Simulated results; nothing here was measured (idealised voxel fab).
process module | voxel spacer lines
cross-section cut | 155 nm wide | cells 5 nm
A cross-section is a grid of square cells, given in bands from the top down. A band is one or more rows of cells.
Each band's line starts with the height of the band's top and of its bottom, in nm. Then come its materials from left to right, each with its width in nm. One material with "throughout" fills the band from edge to edge. "air" is empty space.
Height 0 is the level under which the wafer as received is all one material. The lowest band goes on downwards, as in "0 down".
A width such as "30 to 40" changes by the same amount from each row of cells to the next, from the band's top row to its bottom row.
"no change" after a step means that no cell of the cross-section changed.
closed voids: empty space of 8 cells or more with no open way to the top, each as width x height at its distance from the left edge, in nm
after a step's settings: what the simulator itself notes on the step
overlay nm, on a step with a mask: how far to the right of its planned place the mask lay; to the left if negative
plan
1 op RECEIVE | material Si
2 op CONFORMAL_DEP | material Al2O3 | thk nm 5
3 op DIRECTIONAL_DEP | material SiN | thk nm 10
4 op DIRECTIONAL_DEP | material polySi | thk nm 20
5 op PATTERN | tone cover | mask id MANDREL | material resist | width nm 25 | pitch nm 70 | thk nm 25 | overlay nm 0
6 op DIRECTIONAL_ETCH | etch materials polySi | depth nm 20
7 op STRIP | etch materials resist
8 op CONFORMAL_DEP | material SiO2 | thk nm 10
9 op DIRECTIONAL_ETCH | etch materials SiO2 | depth nm 10
10 op STRIP | etch materials polySi
11 op DIRECTIONAL_ETCH | etch materials SiN | depth nm 10
12 op STRIP | etch materials SiO2
as received, after step 1
  0 down: Si throughout
  closed voids: none
first wafer at the end, as planned
  15 to 5: air 20 | SiN 10 | air 25 | SiN 10 | air 25 | SiN 10 | air 25 | SiN 10 | air 20
  5 to 0: Al2O3 throughout
  0 down: Si throughout
  closed voids: none
second wafer at the end: like start, like plan, one mistake
  15 to 5: air 25 | SiN 10 | air 20 | SiN 10 | air 30 | SiN 10 | air 20 | SiN 10 | air 20
  5 to 0: Al2O3 throughout
  0 down: Si throughout
  closed voids: none
what went wrong: step 5 ran as: op PATTERN | tone cover | mask id MANDREL | material resist | width nm 20 | pitch nm 70 | thk nm 25 | overlay nm 0
at the end the second wafer has, in cells: as many of each material as the first, in other places
